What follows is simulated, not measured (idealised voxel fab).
Module name: voxel wiring stack (process module)
Section cut is 155 nm wide and gridded with 5 nm square cells.
A cross-section is a grid of square cells, given in bands from the top down. A band is one or more rows of cells. Top, bottom (nm), then materials left to right with widths (nm); lone material tagged "full width" fills the whole band edge to edge; "empty" = empty space. Counting heights begins at 0, where everything beneath is, in the wafer as received, one material. The lowest band has no bottom; it goes on downwards, as "0 and below" shows. You'd read "30..40" like this: the band's top row of cells is as wide as the first number, its bottom row is as wide as the second, and going down, every row changes width by the same amount as the row before did. Key: "identical to before" - step with no changed cell in the cross-section. "Enclosed voids" enumerates empty spaces isolated from the top, with no open way to it, that contain at least 8 cells, giving each as width x height at distance from the left edge, all three in nm. If you see something after the settings on a step's line, that's the simulator's own remark about that step. overlay nm, on a step with a mask: how far to the right of its planned place the mask lay; to the left if negative. Every pair from here on: before one process step, after it. The after cross-section reaches only to the lowest band that changed. Below the pair: the step in between and its settings. Pairs can belong to different runs of this module on the same starting wafer; a pair carries on from the pair above only if the entry headed "Ex-ante state" says so.
# Ex-ante state
	0 and below | Si full width
	Enclosed voids: none
# Post-Step Cross-Section
	10 down to 0 | SiO2 full width
	For the remainder of the cross-section, below 0, there is no change.
	Enclosed voids: none
In between the cross-sections above, the run called for CONFORMAL_DEP (material SiO2; thk nm 10)
Ex-ante state: For the state before this step, see the after cross-section of the pair located directly above.
# Post-Step Cross-Section
	15 down to 10 | TiN full width
	For the remainder of the cross-section, below 10, there is no change.
	Enclosed voids: none
In between the cross-sections above, the run called for DIRECTIONAL_DEP (material TiN; thk nm 5)
Ex-ante state: For the state before this step, see the after cross-section of the pair located directly above.
# Post-Step Cross-Section
	40 down to 15 | Ru full width
	For the remainder of the cross-section, below 15, there is no change.
	Enclosed voids: none
In between the cross-sections above, the run called for DIRECTIONAL_DEP (material Ru; thk nm 25)
Ex-ante state: For the state before this step, see the after cross-section of the pair located directly above.
# Post-Step Cross-Section
	60 down to 40 | empty (15); resist (30); empty (15); resist (30); empty (15); resist (30); empty (20)
	For the remainder of the cross-section, below 40, there is no change.
	Enclosed voids: none
In between the cross-sections above, the run called for PATTERN (tone cover; mask id METAL_1; material resist; width nm 30; pitch nm 45; thk nm 20; overlay nm 0)
Ex-ante state: For the state before this step, see the after cross-section of the pair located directly above.
# Post-Step Cross-Section
	60 down to 40 | empty (15); resist (30); empty (15); resist (30); empty (15); resist (30); empty (20)
	40 down to 15 | empty (15); Ru (30); empty (15); Ru (30); empty (15); Ru (30); empty (20)
	For the remainder of the cross-section, below 15, there is no change.
	Enclosed voids: none
In between the cross-sections above, the run called for DIRECTIONAL_ETCH (etch materials Ru; depth nm 25)
Ex-ante state: For the state before this step, see the after cross-section of the pair located directly above.
# Post-Step Cross-Section
	60 down to 40 | empty (15); resist (30); empty (15); resist (30); empty (15); resist (30); empty (20)
	40 down to 15 | empty (15); Ru (30); empty (15); Ru (30); empty (15); Ru (30); empty (20)
	15 down to 10 | empty (15); TiN (30); empty (15); TiN (30); empty (15); TiN (30); empty (20)
	For the remainder of the cross-section, below 10, there is no change.
	Enclosed voids: none
In between the cross-sections above, the run called for DIRECTIONAL_ETCH (etch materials TiN; depth nm 5)
Ex-ante state: For the state before this step, see the after cross-section of the pair located directly above.
# Post-Step Cross-Section
	40 down to 15 | empty (15); Ru (30); empty (15); Ru (30); empty (15); Ru (30); empty (20)
	For the remainder of the cross-section, below 15, there is no change.
	Enclosed voids: none
In between the cross-sections above, the run called for STRIP (etch materials resist)
Ex-ante state: For the state before this step, see the after cross-section of the pair located directly above.
# Post-Step Cross-Section
	45 down to 40 | empty (10); SiN (40); empty (5); SiN (40); empty (5); SiN (40); empty (15)
	40 down to 15 | empty (10); SiN (5); Ru (30); SiN (5); empty (5); SiN (5); Ru (30); SiN (5); empty (5); SiN (5); Ru (30); SiN (5); empty (15)
	15 down to 10 | SiN (15); TiN (30); SiN (15); TiN (30); SiN (15); TiN (30); SiN (20)
	For the remainder of the cross-section, below 10, there is no change.
	Enclosed voids: none
In between the cross-sections above, the run called for CONFORMAL_DEP (material SiN; thk nm 5)
Ex-ante state: For the state before this step, see the after cross-section of the pair located directly above.
# Post-Step Cross-Section
	50 down to 45 | SiO2 full width
	45 down to 40 | SiO2 (10); SiN (40); SiO2 (5); SiN (40); SiO2 (5); SiN (40); SiO2 (15)
	40 down to 15 | SiO2 (10); SiN (5); Ru (30); SiN (5); SiO2 (5); SiN (5); Ru (30); SiN (5); SiO2 (5); SiN (5); Ru (30); SiN (5); SiO2 (15)
	For the remainder of the cross-section, below 15, there is no change.
	Enclosed voids: none
In between the cross-sections above, the run called for FILL_DEP (material SiO2; thk nm 5)
Ex-ante state: For the state before this step, see the after cross-section of the pair located directly above.
# Post-Step Cross-Section
	40 down to 15 | SiO2 (10); SiN (5); Ru (30); SiN (5); SiO2 (5); SiN (5); Ru (30); SiN (5); SiO2 (5); SiN (5); Ru (30); SiN (5); SiO2 (15)
	For the remainder of the cross-section, below 15, there is no change.
	Enclosed voids: none
In between the cross-sections above, the run called for CMP (height nm 40)
Ex-ante state: For the state before this step, see the after cross-section of the pair located directly above.
# Post-Step Cross-Section
	45 down to 40 | SiCN full width
	For the remainder of the cross-section, below 40, there is no change.
	Enclosed voids: none
In between the cross-sections above, the run called for CONFORMAL_DEP (material SiCN; thk nm 5)
Ex-ante state: For the state before this step, see the after cross-section of the pair located directly above.
# Post-Step Cross-Section
	75 down to 45 | SiO2 full width
	For the remainder of the cross-section, below 45, there is no change.
	Enclosed voids: none
In between the cross-sections above, the run called for DIRECTIONAL_DEP (material SiO2; thk nm 30)
Ex-ante state: For the state before this step, see the after cross-section of the pair located directly above.
# Post-Step Cross-Section
	85 down to 75 | aC full width
	For the remainder of the cross-section, below 75, there is no change.
	Enclosed voids: none
In between the cross-sections above, the run called for DIRECTIONAL_DEP (material aC; thk nm 10)
Ex-ante state: For the state before this step, see the after cross-section of the pair located directly above.
# Post-Step Cross-Section
	110 down to 85 | resist (15); empty (15); resist (30); empty (15); resist (30); empty (15); resist (35)
	For the remainder of the cross-section, below 85, there is no change.
	Enclosed voids: none
In between the cross-sections above, the run called for PATTERN (tone open; mask id METAL_2_HOLES; material resist; width nm 15; pitch nm 45; thk nm 25; overlay nm 0)
Ex-ante state: For the state before this step, see the after cross-section of the pair located directly above.
# Post-Step Cross-Section
	100 down to 85 | resist (15); empty (15); resist (30); empty (15); resist (30); empty (15); resist (35)
	85 down to 75 | aC (15); empty (15); aC (30); empty (15); aC (30); empty (15); aC (35)
	For the remainder of the cross-section, below 75, there is no change.
	Enclosed voids: none
In between the cross-sections above, the run called for DIRECTIONAL_ETCH (etch materials aC; depth nm 10)
Ex-ante state: For the state before this step, see the after cross-section of the pair located directly above.
# Post-Step Cross-Section
	85 down to 75 | aC (15); empty (15); aC (30); empty (15); aC (30); empty (15); aC (35)
	For the remainder of the cross-section, below 75, there is no change.
	Enclosed voids: none
In between the cross-sections above, the run called for STRIP (etch materials resist)
Ex-ante state: For the state before this step, see the after cross-section of the pair located directly above.
# Post-Step Cross-Section
	85 down to 75 | aC (15); empty (15); aC (30); empty (15); aC (30); empty (15); aC (35)
	75 down to 45 | SiO2 (15); empty (15); SiO2 (30); empty (15); SiO2 (30); empty (15); SiO2 (35)
	For the remainder of the cross-section, below 45, there is no change.
	Enclosed voids: none
In between the cross-sections above, the run called for DIRECTIONAL_ETCH (etch materials SiO2; depth nm 30)
Ex-ante state: For the state before this step, see the after cross-section of the pair located directly above.
# Post-Step Cross-Section
	75 down to 45 | SiO2 (15); empty (15); SiO2 (30); empty (15); SiO2 (30); empty (15); SiO2 (35)
	For the remainder of the cross-section, below 45, there is no change.
	Enclosed voids: none
In between the cross-sections above, the run called for STRIP (etch materials aC)
Ex-ante state: For the state before this step, see the after cross-section of the pair located directly above.
# Post-Step Cross-Section
	90 down to 75 | aC (15); empty (15); aC (30); empty (15); aC (30); empty (15); aC (35)
	75 down to 60 | SiO2 (15); empty (15); SiO2 (30); empty (15); SiO2 (30); empty (15); SiO2 (35)
	60 down to 45 | SiO2 (15); aC (15); SiO2 (30); aC (15); SiO2 (30); aC (15); SiO2 (35)
	For the remainder of the cross-section, below 45, there is no change.
	Enclosed voids: none
In between the cross-sections above, the run called for DIRECTIONAL_DEP (material aC; thk nm 15)
Ex-ante state: For the state before this step, see the after cross-section of the pair located directly above.
# Post-Step Cross-Section
	125 down to 90 | resist (15); empty (30); resist (15); empty (30); resist (15); empty (30); resist (20)
	For the remainder of the cross-section, below 90, there is no change.
	Enclosed voids: none
In between the cross-sections above, the run called for PATTERN (tone open; mask id METAL_2; material resist; width nm 30; pitch nm 45; thk nm 35; overlay nm 0)
Ex-ante state: For the state before this step, see the after cross-section of the pair located directly above.
# Post-Step Cross-Section
	110 down to 90 | resist (15); empty (30); resist (15); empty (30); resist (15); empty (30); resist (20)
	90 down to 75 | aC (15); empty (30); aC (15); empty (30); aC (15); empty (30); aC (20)
	75 down to 45 | SiO2 (15); empty (15); SiO2 (30); empty (15); SiO2 (30); empty (15); SiO2 (35)
	For the remainder of the cross-section, below 45, there is no change.
	Enclosed voids: none
In between the cross-sections above, the run called for DIRECTIONAL_ETCH (etch materials aC; depth nm 15)
Ex-ante state: For the state before this step, see the after cross-section of the pair located directly above.
# Post-Step Cross-Section
	90 down to 75 | aC (15); empty (30); aC (15); empty (30); aC (15); empty (30); aC (20)
	For the remainder of the cross-section, below 75, there is no change.
	Enclosed voids: none
In between the cross-sections above, the run called for STRIP (etch materials resist)
Ex-ante state: For the state before this step, see the after cross-section of the pair located directly above.
# Post-Step Cross-Section
	90 down to 75 | aC (15); empty (30); aC (15); empty (30); aC (15); empty (30); aC (20)
	75 down to 60 | SiO2 (15); empty (30); SiO2 (15); empty (30); SiO2 (15); empty (30); SiO2 (20)
	For the remainder of the cross-section, below 60, there is no change.
	Enclosed voids: none
In between the cross-sections above, the run called for DIRECTIONAL_ETCH (etch materials SiO2; depth nm 15)
Ex-ante state: For the state before this step, see the after cross-section of the pair located directly above.
# Post-Step Cross-Section
	90 down to 75 | aC (15); empty (30); aC (15); empty (30); aC (15); empty (30); aC (20)
	75 down to 60 | SiO2 (15); empty (30); SiO2 (15); empty (30); SiO2 (15); empty (30); SiO2 (20)
	60 down to 45 | SiO2 (15); empty (15); SiO2 (30); empty (15); SiO2 (30); empty (15); SiO2 (35)
	45 down to 40 | SiCN (15); empty (15); SiCN (30); empty (15); SiCN (30); empty (15); SiCN (35)
	For the remainder of the cross-section, below 40, there is no change.
	Enclosed voids: none
In between the cross-sections above, the run called for DIRECTIONAL_ETCH (etch materials SiCN; depth nm 5)
Ex-ante state: For the state before this step, see the after cross-section of the pair located directly above.
# Post-Step Cross-Section
	75 down to 60 | SiO2 (15); empty (30); SiO2 (15); empty (30); SiO2 (15); empty (30); SiO2 (20)
	For the remainder of the cross-section, below 60, there is no change.
	Enclosed voids: none
In between the cross-sections above, the run called for STRIP (etch materials aC)
Ex-ante state: For the state before this step, see the after cross-section of the pair located directly above.
# Post-Step Cross-Section
	80 down to 75 | TiN (20); empty (20); TiN (25); empty (20); TiN (25); empty (20); TiN (25)
	75 down to 65 | SiO2 (15); TiN (5); empty (20); TiN (5); SiO2 (15); TiN (5); empty (20); TiN (5); SiO2 (15); TiN (5); empty (20); TiN (5); SiO2 (20)
	65 down to 60 | SiO2 (15); TiN (5); empty (5); TiN (20); SiO2 (15); TiN (5); empty (5); TiN (20); SiO2 (15); TiN (5); empty (5); TiN (20); SiO2 (20)
	60 down to 45 | SiO2 (15); TiN (5); empty (5); TiN (5); SiO2 (30); TiN (5); empty (5); TiN (5); SiO2 (30); TiN (5); empty (5); TiN (5); SiO2 (35)
	45 down to 40 | SiCN (15); TiN (15); SiCN (30); TiN (15); SiCN (30); TiN (15); SiCN (35)
	For the remainder of the cross-section, below 40, there is no change.
	Enclosed voids: none
In between the cross-sections above, the run called for CONFORMAL_DEP (material TiN; thk nm 5)
Ex-ante state: For the state before this step, see the after cross-section of the pair located directly above.
# Post-Step Cross-Section
	85 down to 80 | Cu full width
	80 down to 75 | TiN (20); Cu (20); TiN (25); Cu (20); TiN (25); Cu (20); TiN (25)
	75 down to 65 | SiO2 (15); TiN (5); Cu (20); TiN (5); SiO2 (15); TiN (5); Cu (20); TiN (5); SiO2 (15); TiN (5); Cu (20); TiN (5); SiO2 (20)
	65 down to 60 | SiO2 (15); TiN (5); Cu (5); TiN (20); SiO2 (15); TiN (5); Cu (5); TiN (20); SiO2 (15); TiN (5); Cu (5); TiN (20); SiO2 (20)
	60 down to 45 | SiO2 (15); TiN (5); Cu (5); TiN (5); SiO2 (30); TiN (5); Cu (5); TiN (5); SiO2 (30); TiN (5); Cu (5); TiN (5); SiO2 (35)
	For the remainder of the cross-section, below 45, there is no change.
	Enclosed voids: none
In between the cross-sections above, the run called for FILL_DEP (material Cu; thk nm 5)
Ex-ante state: For the state before this step, see the after cross-section of the pair located directly above.
# Post-Step Cross-Section
	75 down to 65 | SiO2 (15); TiN (5); Cu (20); TiN (5); SiO2 (15); TiN (5); Cu (20); TiN (5); SiO2 (15); TiN (5); Cu (20); TiN (5); SiO2 (20)
	For the remainder of the cross-section, below 65, there is no change.
	Enclosed voids: none
In between the cross-sections above, the run called for CMP (height nm 75)
Ex-ante state: For the state before this step, see the after cross-section of the pair located directly above.
# Post-Step Cross-Section
	80 down to 75 | SiCN full width
	For the remainder of the cross-section, below 75, there is no change.
	Enclosed voids: none
In between the cross-sections above, the run called for CONFORMAL_DEP (material SiCN; thk nm 5)
Ex-ante state: For the state before this step, see the after cross-section of the pair located directly above.
# Post-Step Cross-Section
	90 down to 80 | lowk full width
	For the remainder of the cross-section, below 80, there is no change.
	Enclosed voids: none
In between the cross-sections above, the run called for DIRECTIONAL_DEP (material lowk; thk nm 10)
Ex-ante state: For the state before this step, see the after cross-section of the pair located directly above.
# Post-Step Cross-Section
	105 down to 90 | aC full width
	For the remainder of the cross-section, below 90, there is no change.
	Enclosed voids: none
In between the cross-sections above, the run called for DIRECTIONAL_DEP (material aC; thk nm 15)
Ex-ante state: For the state before this step, see the after cross-section of the pair located directly above.
# Post-Step Cross-Section
	135 down to 105 | resist (15); empty (15); resist (30); empty (15); resist (30); empty (15); resist (35)
	For the remainder of the cross-section, below 105, there is no change.
	Enclosed voids: none
In between the cross-sections above, the run called for PATTERN (tone open; mask id PLUG_2; material resist; width nm 15; pitch nm 45; thk nm 30; overlay nm 0)
Ex-ante state: For the state before this step, see the after cross-section of the pair located directly above.
# Post-Step Cross-Section
	120 down to 105 | resist (15); empty (15); resist (30); empty (15); resist (30); empty (15); resist (35)
	105 down to 90 | aC (15); empty (15); aC (30); empty (15); aC (30); empty (15); aC (35)
	For the remainder of the cross-section, below 90, there is no change.
	Enclosed voids: none
In between the cross-sections above, the run called for DIRECTIONAL_ETCH (etch materials aC; depth nm 15)
Ex-ante state: For the state before this step, see the after cross-section of the pair located directly above.
# Post-Step Cross-Section
	105 down to 90 | aC (15); empty (15); aC (30); empty (15); aC (30); empty (15); aC (35)
	For the remainder of the cross-section, below 90, there is no change.
	Enclosed voids: none
In between the cross-sections above, the run called for STRIP (etch materials resist)
Ex-ante state: For the state before this step, see the after cross-section of the pair located directly above.
# Post-Step Cross-Section
	105 down to 90 | aC (15); empty (15); aC (30); empty (15); aC (30); empty (15); aC (35)
	90 down to 80 | lowk (15); empty (15); lowk (30); empty (15); lowk (30); empty (15); lowk (35)
	For the remainder of the cross-section, below 80, there is no change.
	Enclosed voids: none
In between the cross-sections above, the run called for DIRECTIONAL_ETCH (etch materials lowk; depth nm 10)
Ex-ante state: For the state before this step, see the after cross-section of the pair located directly above.
# Post-Step Cross-Section
	105 down to 90 | aC (15); empty (15); aC (30); empty (15); aC (30); empty (15); aC (35)
	90 down to 80 | lowk (15); empty (15); lowk (30); empty (15); lowk (30); empty (15); lowk (35)
	80 down to 75 | SiCN (15); empty (15); SiCN (30); empty (15); SiCN (30); empty (15); SiCN (35)
	For the remainder of the cross-section, below 75, there is no change.
	Enclosed voids: none
In between the cross-sections above, the run called for DIRECTIONAL_ETCH (etch materials SiCN; depth nm 5)
Ex-ante state: For the state before this step, see the after cross-section of the pair located directly above.
# Post-Step Cross-Section
	90 down to 80 | lowk (15); empty (15); lowk (30); empty (15); lowk (30); empty (15); lowk (35)
	For the remainder of the cross-section, below 80, there is no change.
	Enclosed voids: none
In between the cross-sections above, the run called for STRIP (etch materials aC)
Ex-ante state: For the state before this step, see the after cross-section of the pair located directly above.
# Post-Step Cross-Section
	95 down to 90 | TiN (20); empty (5); TiN (40); empty (5); TiN (40); empty (5); TiN (40)
	90 down to 80 | lowk (15); TiN (5); empty (5); TiN (5); lowk (30); TiN (5); empty (5); TiN (5); lowk (30); TiN (5); empty (5); TiN (5); lowk (35)
	80 down to 75 | SiCN (15); TiN (15); SiCN (30); TiN (15); SiCN (30); TiN (15); SiCN (35)
	For the remainder of the cross-section, below 75, there is no change.
	Enclosed voids: none
In between the cross-sections above, the run called for CONFORMAL_DEP (material TiN; thk nm 5)
Ex-ante state: For the state before this step, see the after cross-section of the pair located directly above.
# Post-Step Cross-Section
	100 down to 95 | Cu full width
	95 down to 90 | TiN (20); Cu (5); TiN (40); Cu (5); TiN (40); Cu (5); TiN (40)
	90 down to 80 | lowk (15); TiN (5); Cu (5); TiN (5); lowk (30); TiN (5); Cu (5); TiN (5); lowk (30); TiN (5); Cu (5); TiN (5); lowk (35)
	For the remainder of the cross-section, below 80, there is no change.
	Enclosed voids: none
In between the cross-sections above, the run called for FILL_DEP (material Cu; thk nm 5)
Ex-ante state: For the state before this step, see the after cross-section of the pair located directly above.
# Post-Step Cross-Section
	90 down to 80 | lowk (15); TiN (5); Cu (5); TiN (5); lowk (30); TiN (5); Cu (5); TiN (5); lowk (30); TiN (5); Cu (5); TiN (5); lowk (35)
	For the remainder of the cross-section, below 80, there is no change.
	Enclosed voids: none
In between the cross-sections above, the run called for CMP (height nm 90)
Ex-ante state: For the state before this step, see the after cross-section of the pair located directly above.
# Post-Step Cross-Section
	95 down to 90 | TiN full width
	For the remainder of the cross-section, below 90, there is no change.
	Enclosed voids: none
In between the cross-sections above, the run called for DIRECTIONAL_DEP (material TiN; thk nm 5)
Ex-ante state: For the state before this step, see the after cross-section of the pair located directly above.
# Post-Step Cross-Section
	115 down to 95 | W full width
	For the remainder of the cross-section, below 95, there is no change.
	Enclosed voids: none
In between the cross-sections above, the run called for DIRECTIONAL_DEP (material W; thk nm 20)
Ex-ante state: For the state before this step, see the after cross-section of the pair located directly above.
# Post-Step Cross-Section
	130 down to 115 | aC full width
	For the remainder of the cross-section, below 115, there is no change.
	Enclosed voids: none
In between the cross-sections above, the run called for DIRECTIONAL_DEP (material aC; thk nm 15)
Ex-ante state: For the state before this step, see the after cross-section of the pair located directly above.
# Post-Step Cross-Section
	160 down to 130 | empty (15); resist (30); empty (15); resist (30); empty (15); resist (30); empty (20)
	For the remainder of the cross-section, below 130, there is no change.
	Enclosed voids: none
In between the cross-sections above, the run called for PATTERN (tone cover; mask id METAL_3; material resist; width nm 30; pitch nm 45; thk nm 30; overlay nm 0)
Ex-ante state: For the state before this step, see the after cross-section of the pair located directly above.
# Post-Step Cross-Section
	145 down to 130 | empty (15); resist (30); empty (15); resist (30); empty (15); resist (30); empty (20)
	130 down to 115 | empty (15); aC (30); empty (15); aC (30); empty (15); aC (30); empty (20)
	For the remainder of the cross-section, below 115, there is no change.
	Enclosed voids: none
In between the cross-sections above, the run called for DIRECTIONAL_ETCH (etch materials aC; depth nm 15)
Ex-ante state: For the state before this step, see the after cross-section of the pair located directly above.
# Post-Step Cross-Section
	130 down to 115 | empty (15); aC (30); empty (15); aC (30); empty (15); aC (30); empty (20)
	For the remainder of the cross-section, below 115, there is no change.
	Enclosed voids: none
In between the cross-sections above, the run called for STRIP (etch materials resist)
Ex-ante state: For the state before this step, see the after cross-section of the pair located directly above.
# Post-Step Cross-Section
	130 down to 115 | empty (15); aC (30); empty (15); aC (30); empty (15); aC (30); empty (20)
	115 down to 95 | empty (15); W (30); empty (15); W (30); empty (15); W (30); empty (20)
	For the remainder of the cross-section, below 95, there is no change.
	Enclosed voids: none
In between the cross-sections above, the run called for DIRECTIONAL_ETCH (etch materials W; depth nm 20)
Ex-ante state: For the state before this step, see the after cross-section of the pair located directly above.
# Post-Step Cross-Section
	130 down to 115 | empty (15); aC (30); empty (15); aC (30); empty (15); aC (30); empty (20)
	115 down to 95 | empty (15); W (30); empty (15); W (30); empty (15); W (30); empty (20)
	95 down to 90 | empty (15); TiN (30); empty (15); TiN (30); empty (15); TiN (30); empty (20)
	For the remainder of the cross-section, below 90, there is no change.
	Enclosed voids: none
In between the cross-sections above, the run called for DIRECTIONAL_ETCH (etch materials TiN; depth nm 5)
Ex-ante state: For the state before this step, see the after cross-section of the pair located directly above.
# Post-Step Cross-Section
	115 down to 95 | empty (15); W (30); empty (15); W (30); empty (15); W (30); empty (20)
	For the remainder of the cross-section, below 95, there is no change.
	Enclosed voids: none
In between the cross-sections above, the run called for STRIP (etch materials aC)
Ex-ante state: For the state before this step, see the after cross-section of the pair located directly above.
# Post-Step Cross-Section
	120 down to 115 | empty (10); SiN (40); empty (5); SiN (40); empty (5); SiN (40); empty (15)
	115 down to 95 | empty (10); SiN (5); W (30); SiN (5); empty (5); SiN (5); W (30); SiN (5); empty (5); SiN (5); W (30); SiN (5); empty (15)
	95 down to 90 | SiN (15); TiN (30); SiN (15); TiN (30); SiN (15); TiN (30); SiN (20)
	For the remainder of the cross-section, below 90, there is no change.
	Enclosed voids: none
In between the cross-sections above, the run called for CONFORMAL_DEP (material SiN; thk nm 5)
Ex-ante state: For the state before this step, see the after cross-section of the pair located directly above.
# Post-Step Cross-Section
	125 down to 120 | lowk full width
	120 down to 115 | lowk (10); SiN (40); lowk (5); SiN (40); lowk (5); SiN (40); lowk (15)
	115 down to 95 | lowk (10); SiN (5); W (30); SiN (5); lowk (5); SiN (5); W (30); SiN (5); lowk (5); SiN (5); W (30); SiN (5); lowk (15)
	For the remainder of the cross-section, below 95, there is no change.
	Enclosed voids: none
In between the cross-sections above, the run called for FILL_DEP (material lowk; thk nm 5)
Ex-ante state: For the state before this step, see the after cross-section of the pair located directly above.
# Post-Step Cross-Section
	115 down to 95 | lowk (10); SiN (5); W (30); SiN (5); lowk (5); SiN (5); W (30); SiN (5); lowk (5); SiN (5); W (30); SiN (5); lowk (15)
	For the remainder of the cross-section, below 95, there is no change.
	Enclosed voids: none
In between the cross-sections above, the run called for CMP (height nm 115)
Ex-ante state: For the state before this step, see the after cross-section of the pair located directly above.
# Post-Step Cross-Section
	120 down to 115 | SiN full width
	For the remainder of the cross-section, below 115, there is no change.
	Enclosed voids: none
In between the cross-sections above, the run called for CONFORMAL_DEP (material SiN; thk nm 5)
# Ex-ante state
	10 down to 0 | SiO2 full width
	0 and below | Si full width
	Enclosed voids: none
# Post-Step Cross-Section
	35 down to 10 | Ru full width
	For the remainder of the cross-section, below 10, there is no change.
	Enclosed voids: none
In between the cross-sections above, the run called for DIRECTIONAL_DEP (material Ru; thk nm 25)
Ex-ante state: For the state before this step, see the after cross-section of the pair located directly above.
# Post-Step Cross-Section
	55 down to 35 | empty (15); resist (30); empty (15); resist (30); empty (15); resist (30); empty (20)
	For the remainder of the cross-section, below 35, there is no change.
	Enclosed voids: none
In between the cross-sections above, the run called for PATTERN (tone cover; mask id METAL_1; material resist; width nm 30; pitch nm 45; thk nm 20; overlay nm 0)
Ex-ante state: For the state before this step, see the after cross-section of the pair located directly above.
# Post-Step Cross-Section
	55 down to 35 | empty (15); resist (30); empty (15); resist (30); empty (15); resist (30); empty (20)
	35 down to 10 | empty (15); Ru (30); empty (15); Ru (30); empty (15); Ru (30); empty (20)
	For the remainder of the cross-section, below 10, there is no change.
	Enclosed voids: none
In between the cross-sections above, the run called for DIRECTIONAL_ETCH (etch materials Ru; depth nm 25)
Ex-ante state: For the state before this step, see the after cross-section of the pair located directly above.
# Post-Step Cross-Section
	35 down to 10 | empty (15); Ru (30); empty (15); Ru (30); empty (15); Ru (30); empty (20)
	For the remainder of the cross-section, below 10, there is no change.
	Enclosed voids: none
In between the cross-sections above, the run called for STRIP (etch materials resist)
Ex-ante state: For the state before this step, see the after cross-section of the pair located directly above.
# Post-Step Cross-Section
	40 down to 35 | empty (10); SiN (40); empty (5); SiN (40); empty (5); SiN (40); empty (15)
	35 down to 15 | empty (10); SiN (5); Ru (30); SiN (5); empty (5); SiN (5); Ru (30); SiN (5); empty (5); SiN (5); Ru (30); SiN (5); empty (15)
	15 down to 10 | SiN (15); Ru (30); SiN (15); Ru (30); SiN (15); Ru (30); SiN (20)
	For the remainder of the cross-section, below 10, there is no change.
	Enclosed voids: none
In between the cross-sections above, the run called for CONFORMAL_DEP (material SiN; thk nm 5)
Ex-ante state: For the state before this step, see the after cross-section of the pair located directly above.
# Post-Step Cross-Section
	45 down to 40 | SiO2 full width
	40 down to 35 | SiO2 (10); SiN (40); SiO2 (5); SiN (40); SiO2 (5); SiN (40); SiO2 (15)
	35 down to 15 | SiO2 (10); SiN (5); Ru (30); SiN (5); SiO2 (5); SiN (5); Ru (30); SiN (5); SiO2 (5); SiN (5); Ru (30); SiN (5); SiO2 (15)
	For the remainder of the cross-section, below 15, there is no change.
	Enclosed voids: none
In between the cross-sections above, the run called for FILL_DEP (material SiO2; thk nm 5)
Ex-ante state: For the state before this step, see the after cross-section of the pair located directly above.
# Post-Step Cross-Section
	40 down to 35 | SiO2 (10); SiN (40); SiO2 (5); SiN (40); SiO2 (5); SiN (40); SiO2 (15)
	For the remainder of the cross-section, below 35, there is no change.
	Enclosed voids: none
In between the cross-sections above, the run called for CMP (height nm 40)
Ex-ante state: For the state before this step, see the after cross-section of the pair located directly above.
# Post-Step Cross-Section
	45 down to 40 | SiCN full width
	For the remainder of the cross-section, below 40, there is no change.
	Enclosed voids: none
In between the cross-sections above, the run called for CONFORMAL_DEP (material SiCN; thk nm 5)
Ex-ante state: For the state before this step, see the after cross-section of the pair located directly above.
# Post-Step Cross-Section
	75 down to 45 | SiO2 full width
	For the remainder of the cross-section, below 45, there is no change.
	Enclosed voids: none
In between the cross-sections above, the run called for DIRECTIONAL_DEP (material SiO2; thk nm 30)
Ex-ante state: For the state before this step, see the after cross-section of the pair located directly above.
# Post-Step Cross-Section
	85 down to 75 | aC full width
	For the remainder of the cross-section, below 75, there is no change.
	Enclosed voids: none
In between the cross-sections above, the run called for DIRECTIONAL_DEP (material aC; thk nm 10)
Ex-ante state: For the state before this step, see the after cross-section of the pair located directly above.
# Post-Step Cross-Section
	110 down to 85 | resist (15); empty (15); resist (30); empty (15); resist (30); empty (15); resist (35)
	For the remainder of the cross-section, below 85, there is no change.
	Enclosed voids: none
In between the cross-sections above, the run called for PATTERN (tone open; mask id METAL_2_HOLES; material resist; width nm 15; pitch nm 45; thk nm 25; overlay nm 0)
Ex-ante state: For the state before this step, see the after cross-section of the pair located directly above.
# Post-Step Cross-Section
	100 down to 85 | resist (15); empty (15); resist (30); empty (15); resist (30); empty (15); resist (35)
	85 down to 75 | aC (15); empty (15); aC (30); empty (15); aC (30); empty (15); aC (35)
	For the remainder of the cross-section, below 75, there is no change.
	Enclosed voids: none
In between the cross-sections above, the run called for DIRECTIONAL_ETCH (etch materials aC; depth nm 10)
Ex-ante state: For the state before this step, see the after cross-section of the pair located directly above.
# Post-Step Cross-Section
	85 down to 75 | aC (15); empty (15); aC (30); empty (15); aC (30); empty (15); aC (35)
	For the remainder of the cross-section, below 75, there is no change.
	Enclosed voids: none
In between the cross-sections above, the run called for STRIP (etch materials resist)
Ex-ante state: For the state before this step, see the after cross-section of the pair located directly above.
# Post-Step Cross-Section
	85 down to 75 | aC (15); empty (15); aC (30); empty (15); aC (30); empty (15); aC (35)
	75 down to 45 | SiO2 (15); empty (15); SiO2 (30); empty (15); SiO2 (30); empty (15); SiO2 (35)
	For the remainder of the cross-section, below 45, there is no change.
	Enclosed voids: none
In between the cross-sections above, the run called for DIRECTIONAL_ETCH (etch materials SiO2; depth nm 30)
Ex-ante state: For the state before this step, see the after cross-section of the pair located directly above.
# Post-Step Cross-Section
	75 down to 45 | SiO2 (15); empty (15); SiO2 (30); empty (15); SiO2 (30); empty (15); SiO2 (35)
	For the remainder of the cross-section, below 45, there is no change.
	Enclosed voids: none
In between the cross-sections above, the run called for STRIP (etch materials aC)
Ex-ante state: For the state before this step, see the after cross-section of the pair located directly above.
# Post-Step Cross-Section
	90 down to 75 | aC (15); empty (15); aC (30); empty (15); aC (30); empty (15); aC (35)
	75 down to 60 | SiO2 (15); empty (15); SiO2 (30); empty (15); SiO2 (30); empty (15); SiO2 (35)
	60 down to 45 | SiO2 (15); aC (15); SiO2 (30); aC (15); SiO2 (30); aC (15); SiO2 (35)
	For the remainder of the cross-section, below 45, there is no change.
	Enclosed voids: none
In between the cross-sections above, the run called for DIRECTIONAL_DEP (material aC; thk nm 15)
Ex-ante state: For the state before this step, see the after cross-section of the pair located directly above.
# Post-Step Cross-Section
	125 down to 90 | resist (15); empty (30); resist (15); empty (30); resist (15); empty (30); resist (20)
	For the remainder of the cross-section, below 90, there is no change.
	Enclosed voids: none
In between the cross-sections above, the run called for PATTERN (tone open; mask id METAL_2; material resist; width nm 30; pitch nm 45; thk nm 35; overlay nm 0)
Ex-ante state: For the state before this step, see the after cross-section of the pair located directly above.
# Post-Step Cross-Section
	110 down to 90 | resist (15); empty (30); resist (15); empty (30); resist (15); empty (30); resist (20)
	90 down to 75 | aC (15); empty (30); aC (15); empty (30); aC (15); empty (30); aC (20)
	75 down to 45 | SiO2 (15); empty (15); SiO2 (30); empty (15); SiO2 (30); empty (15); SiO2 (35)
	For the remainder of the cross-section, below 45, there is no change.
	Enclosed voids: none
In between the cross-sections above, the run called for DIRECTIONAL_ETCH (etch materials aC; depth nm 15)
Ex-ante state: For the state before this step, see the after cross-section of the pair located directly above.
# Post-Step Cross-Section
	90 down to 75 | aC (15); empty (30); aC (15); empty (30); aC (15); empty (30); aC (20)
	For the remainder of the cross-section, below 75, there is no change.
	Enclosed voids: none
In between the cross-sections above, the run called for STRIP (etch materials resist)
